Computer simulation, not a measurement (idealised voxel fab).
You're looking at the process module voxel capacitor over wiring.
In the cross-section labelled cut, the width is 155 nm and each square cell is 5 nm.
Cross-section, as written here: a square-cell grid given band by band from the top down, where a band holds one or more rows of cells.
Heights first: top, then bottom, in nm. Then materials, left to right, each with a width in nm. "full width" on a single material: fills the band edge to edge. "empty": empty space.
The reference from which all heights are counted is 0, the level beneath which the as-received wafer is entirely one material; the lowest band, having no lower bound, proceeds downward and is written after the example "0..down".
A width given as "30..40" starts at the first number in the band's top row and ends at the second number in its bottom row, shifting by an equal amount at every step from row to row.
When a step is marked "no modifications", none of the cells in the cross-section changed during that step.
"Completely enclosed voids" contains a list of empty spaces, each no smaller than 8 cells and without an open way to the top, written in the form width x height at distance with the distance from the left edge and all three in nm.
Step line, after settings: the simulator's comment on this step.
"overlay nm" on a masked step: distance the mask lay right of its planned place, negative for left.
-- Below is the list of planned process steps
step 1: RECEIVE: material Si
step 2: CONFORMAL_DEP: material SiO2, thk nm 10
step 3: CONFORMAL_DEP: material SiN, thk nm 5
step 4: DIRECTIONAL_DEP: material SiO2, thk nm 25
step 5: DIRECTIONAL_DEP: material aC, thk nm 15
step 6: PATTERN: tone open, mask id METAL_1, material resist, width nm 20, pitch nm 85, thk nm 30, overlay nm 0
step 7: DIRECTIONAL_ETCH: etch materials aC, depth nm 15
step 8: STRIP: etch materials resist
step 9: DIRECTIONAL_ETCH: etch materials SiO2, depth nm 25
step 10: DIRECTIONAL_ETCH: etch materials SiN, depth nm 5
step 11: STRIP: etch materials aC
step 12: CONFORMAL_DEP: material TiN, thk nm 5
step 13: FILL_DEP: material Cu, thk nm 5
step 14: CMP: height nm 40
step 15: CONFORMAL_DEP: material SiCN, thk nm 5
step 16: DIRECTIONAL_DEP: material SiO2, thk nm 15
step 17: DIRECTIONAL_DEP: material aC, thk nm 15
step 18: PATTERN: tone open, mask id PLUG_1, material resist, width nm 15, thk nm 30, overlay nm 0
step 19: DIRECTIONAL_ETCH: etch materials aC, depth nm 15
step 20: STRIP: etch materials resist
step 21: DIRECTIONAL_ETCH: etch materials SiO2, depth nm 15
step 22: DIRECTIONAL_ETCH: etch materials SiCN, depth nm 5
step 23: STRIP: etch materials aC
step 24: EPI: material Ru, thk nm 10
step 25: EPI: material Ru, thk nm 10
step 26: DIRECTIONAL_DEP: material TiN, thk nm 10
step 27: DIRECTIONAL_DEP: material SiN, thk nm 5
step 28: DIRECTIONAL_DEP: material TiN, thk nm 5
step 29: PATTERN: tone cover, mask id UPPER_PLATE, material resist, width nm 70, thk nm 15, overlay nm 0
step 30: DIRECTIONAL_ETCH: etch materials TiN, depth nm 5
step 31: DIRECTIONAL_ETCH: etch materials SiN, depth nm 5
step 32: STRIP: etch materials resist
step 33: MASKED_ETCH: tone cover, mask id LOWER_PLATE, width nm 80, etch materials TiN, depth nm 10, overlay nm 0
step 34: FILL_DEP: material SiO2, thk nm 15
step 35: CMP: height nm 90
step 36: MASKED_ETCH: tone open, mask id PLUG_2, width nm 15, etch materials SiO2, depth nm 10, overlay nm 0
step 37: CONFORMAL_DEP: material TiN, thk nm 5
step 38: FILL_DEP: material Ru, thk nm 10
step 39: CMP: height nm 90
step 40: CONFORMAL_DEP: material SiCN, thk nm 5
-- Wafer as received: cross-section following step 1
  0..down: Si full width
  Completely enclosed voids: none
-- Post-module cross-section of the first of two wafers (run per plan)
  95..90: SiCN full width
  90..85: SiO2=40 | TiN=5 | Ru=5 | TiN=5 | SiO2=100
  85..75: SiO2=40..30 | TiN=15..70 | SiO2=100..55
  75..70: SiO2=30 | SiN=70 | SiO2=55
  70..60: SiO2=25 | TiN=80 | SiO2=50
  60..45: SiO2=30 | Ru=15 | SiO2=110
  45..40: SiCN=30 | Ru=15 | SiCN=110
  40..15: SiO2=25 | TiN=5 | Cu=10 | TiN=5 | SiO2=65 | TiN=5 | Cu=10 | TiN=5 | SiO2=25
  15..10: SiN=25 | TiN=20 | SiN=65 | TiN=20 | SiN=25
  10..0: SiO2 full width
  0..down: Si full width
  Completely enclosed voids: none
-- So this is wafer number two of the two, cut at the end of the module - it started where the first did and had the same plan, we just got one thing wrong running it
  95..90: SiCN full width
  90..85: SiO2=40 | TiN=5 | Ru=5 | TiN=5 | SiO2=100
  85..75: SiO2=40..30 | TiN=15..70 | SiO2=100..55
  75..70: SiO2=30 | SiN=70 | SiO2=55
  70..60: SiO2=25 | TiN=80 | SiO2=50
  60..45: SiO2=30 | Ru=15 | SiO2=110
  45..40: SiCN=30 | Ru=15 | SiCN=110
  40..20: SiO2=25 | TiN=5 | Cu=10 | TiN=5 | SiO2=65 | TiN=5 | Cu=10 | TiN=5 | SiO2=25
  20..15: SiO2=25 | TiN=20 | SiO2=65 | TiN=20 | SiO2=25
  15..5: SiO2 full width
  5..0: SiN full width
  0..down: Si full width
  Completely enclosed voids: none
So what did we get wrong on this run? steps 2 and 3 got flipped, so each one ran where the other should have
Final cells, second wafer relative to first, materials higher or lower: 4 fewer of Cu; 8 more of SiN; 4 fewer of TiN
